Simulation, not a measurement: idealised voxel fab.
process module | voxel capacitor over wiring
cross-section cut | 290 nm wide | cells 5 nm
A cross-section is a grid of square cells, given in bands from the top down. A band is one or more rows of cells.
Each band's line starts with the height of the band's top and of its bottom, in nm. Then come its materials from left to right, each with its width in nm. One material with "throughout" fills the band from edge to edge. "air" is empty space.
Height 0 is the level under which the wafer as received is all one material. The lowest band goes on downwards, as in "0 down".
A width such as "30 to 40" changes by the same amount from each row of cells to the next, from the band's top row to its bottom row.
"no change" after a step means that no cell of the cross-section changed.
closed voids: empty space of 8 cells or more with no open way to the top, each as width x height at its distance from the left edge, in nm
after a step's settings: what the simulator itself notes on the step
overlay nm, on a step with a mask: how far to the right of its planned place the mask lay; to the left if negative
plan
1 op RECEIVE | material Si
2 op CONFORMAL_DEP | material SiO2 | thk nm 10
3 op CONFORMAL_DEP | material SiCN | thk nm 5
4 op DIRECTIONAL_DEP | material lowk | thk nm 15
5 op MASKED_ETCH | tone open | mask id METAL_1 | width nm 30 | pitch nm 100 | etch materials lowk | depth nm 15 | overlay nm 0
6 op MASKED_ETCH | tone open | mask id METAL_1 | width nm 30 | pitch nm 100 | etch materials SiCN | depth nm 5 | overlay nm 0
7 op CONFORMAL_DEP | material TiN | thk nm 5
8 op FILL_DEP | material Ru | thk nm 10
9 op CMP | height nm 30
10 op CONFORMAL_DEP | material SiCN | thk nm 5
11 op DIRECTIONAL_DEP | material lowk | thk nm 15
12 op DIRECTIONAL_DEP | material aC | thk nm 15
13 op PATTERN | tone open | mask id PLUG_1 | material resist | width nm 15 | thk nm 30 | overlay nm 0
14 op DIRECTIONAL_ETCH | etch materials aC | depth nm 15
15 op STRIP | etch materials resist
16 op DIRECTIONAL_ETCH | etch materials lowk | depth nm 15
17 op DIRECTIONAL_ETCH | etch materials SiCN | depth nm 5
18 op STRIP | etch materials aC
19 op EPI | material Ru | thk nm 10
20 op EPI | material Ru | thk nm 10
21 op DIRECTIONAL_DEP | material TiN | thk nm 5
22 op DIRECTIONAL_DEP | material Al2O3 | thk nm 5
23 op DIRECTIONAL_DEP | material TiN | thk nm 10
24 op MASKED_ETCH | tone cover | mask id UPPER_PLATE | width nm 75 | etch materials TiN | depth nm 10 | overlay nm 0
25 op MASKED_ETCH | tone cover | mask id UPPER_PLATE | width nm 75 | etch materials Al2O3 | depth nm 5 | overlay nm 0
26 op DIRECTIONAL_DEP | material aC | thk nm 15
27 op PATTERN | tone cover | mask id LOWER_PLATE | material resist | width nm 85 | thk nm 35 | overlay nm 0
28 op DIRECTIONAL_ETCH | etch materials aC | depth nm 15
29 op STRIP | etch materials resist
30 op DIRECTIONAL_ETCH | etch materials TiN | depth nm 5
31 op STRIP | etch materials aC
32 op FILL_DEP | material SiO2 | thk nm 15
33 op CMP | height nm 80
34 op PATTERN | tone open | mask id PLUG_2 | material resist | width nm 15 | thk nm 15 | overlay nm 0
35 op DIRECTIONAL_ETCH | etch materials SiO2 | depth nm 10
36 op STRIP | etch materials resist
37 op CONFORMAL_DEP | material TiN | thk nm 5
38 op FILL_DEP | material Cu | thk nm 10
39 op CMP | height nm 80
40 op CONFORMAL_DEP | material SiN | thk nm 5
as received, after step 1
  0 down: Si throughout
  closed voids: none
a wafer at the end: this start, this plan, one mistake
  85 to 80: SiN throughout
  80 to 75: SiO2 105 | TiN 5 | Cu 5 | TiN 5 | SiO2 170
  75 to 70: SiO2 105 | TiN 15 | SiO2 170
  70 to 60: SiO2 95 | TiN 75 | SiO2 120
  60 to 55: SiO2 95 | Al2O3 75 | SiO2 120
  55 to 50: SiO2 95 | TiN 85 | SiO2 110
  50 to 35: lowk 95 | Ru 15 | lowk 180
  35 to 30: SiCN 95 | Ru 15 | SiCN 180
  30 to 15: lowk 80 | TiN 5 | Ru 20 | TiN 5 | lowk 70 | TiN 5 | Ru 20 | TiN 5 | lowk 80
  15 to 10: SiCN 80 | TiN 30 | SiCN 70 | TiN 30 | SiCN 80
  10 to 0: SiO2 throughout
  0 down: Si throughout
  closed voids: none
what went wrong: step 27 ran as: op PATTERN | tone cover | mask id LOWER_PLATE | material resist | width nm 85 | thk nm 35 | overlay nm 5
